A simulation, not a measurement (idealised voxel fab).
process module | voxel self aligned vias
cross-section cut | 275 nm wide | cells 5 nm
A cross-section is a grid of square cells, given in bands from the top down. A band is one or more rows of cells.
Each band's line starts with the height of the band's top and of its bottom, in nm. Then come its materials from left to right, each with its width in nm. One material with "throughout" fills the band from edge to edge. "air" is empty space.
Height 0 is the level under which the wafer as received is all one material. The lowest band goes on downwards, as in "0 down".
A width such as "30 to 40" changes by the same amount from each row of cells to the next, from the band's top row to its bottom row.
"no change" after a step means that no cell of the cross-section changed.
closed voids: empty space of 8 cells or more with no open way to the top, each as width x height at its distance from the left edge, in nm
after a step's settings: what the simulator itself notes on the step
overlay nm, on a step with a mask: how far to the right of its planned place the mask lay; to the left if negative
plan
1 op RECEIVE | material Si
2 op CONFORMAL_DEP | material SiO2 | thk nm 10
3 op CONFORMAL_DEP | material SiCN | thk nm 5
4 op DIRECTIONAL_DEP | material lowk | thk nm 20
5 op DIRECTIONAL_DEP | material aC | thk nm 15
6 op PATTERN | tone open | mask id LINES | material resist | width nm 25 | pitch nm 60 | thk nm 35 | overlay nm 0
7 op DIRECTIONAL_ETCH | etch materials aC | depth nm 15
8 op STRIP | etch materials resist
9 op DIRECTIONAL_ETCH | etch materials lowk | depth nm 20
10 op STRIP | etch materials aC
11 op CONFORMAL_DEP | material TiN | thk nm 5
12 op FILL_DEP | material W | thk nm 5
13 op CMP | height nm 35
14 op SELECTIVE_ETCH | etch materials W Ru TiN | depth nm 5
15 op FILL_DEP | material SiN | thk nm 10
16 op CMP | height nm 35
17 op DIRECTIONAL_DEP | material lowk | thk nm 20
18 op PATTERN | tone open | mask id VIAS | material resist | width nm 35 | pitch nm 120 | thk nm 20 | overlay nm 0
19 op DIRECTIONAL_ETCH | etch materials lowk | depth nm 20
20 op DIRECTIONAL_ETCH | etch materials SiN | depth nm 5
21 op STRIP | etch materials resist
22 op CONFORMAL_DEP | material TiN | thk nm 5
23 op FILL_DEP | material W | thk nm 10
24 op CMP | height nm 55
25 op CONFORMAL_DEP | material SiCN | thk nm 5
as received, after step 1
  0 down: Si throughout
  closed voids: none
first wafer at the end, as planned
  60 to 55: SiCN throughout
  55 to 40: lowk 60 | TiN 5 | W 25 | TiN 5 | lowk 85 | TiN 5 | W 25 | TiN 5 | lowk 60
  40 to 35: lowk 60 | TiN 10 | W 15 | TiN 10 | lowk 85 | TiN 10 | W 15 | TiN 10 | lowk 60
  35 to 30: lowk 65 | TiN 25 | lowk 35 | SiN 25 | lowk 35 | TiN 25 | lowk 65
  30 to 20: lowk 65 | TiN 5 | W 15 | TiN 5 | lowk 35 | TiN 5 | W 15 | TiN 5 | lowk 35 | TiN 5 | W 15 | TiN 5 | lowk 65
  20 to 15: lowk 65 | TiN 25 | lowk 35 | TiN 25 | lowk 35 | TiN 25 | lowk 65
  15 to 10: SiCN throughout
  10 to 0: SiO2 throughout
  0 down: Si throughout
  closed voids: none
second wafer at the end: like start, like plan, one mistake
  70 to 55: SiCN throughout
  55 to 40: lowk 60 | TiN 5 | W 25 | TiN 5 | lowk 85 | TiN 5 | W 25 | TiN 5 | lowk 60
  40 to 35: lowk 60 | TiN 10 | W 15 | TiN 10 | lowk 85 | TiN 10 | W 15 | TiN 10 | lowk 60
  35 to 30: lowk 65 | TiN 25 | lowk 35 | SiN 25 | lowk 35 | TiN 25 | lowk 65
  30 to 20: lowk 65 | TiN 5 | W 15 | TiN 5 | lowk 35 | TiN 5 | W 15 | TiN 5 | lowk 35 | TiN 5 | W 15 | TiN 5 | lowk 65
  20 to 15: lowk 65 | TiN 25 | lowk 35 | TiN 25 | lowk 35 | TiN 25 | lowk 65
  15 to 10: SiCN throughout
  10 to 0: SiO2 throughout
  0 down: Si throughout
  closed voids: none
what went wrong: step 25 ran as: op CONFORMAL_DEP | material SiCN | thk nm 15
at the end the second wafer has, in cells: 110 more of SiCN
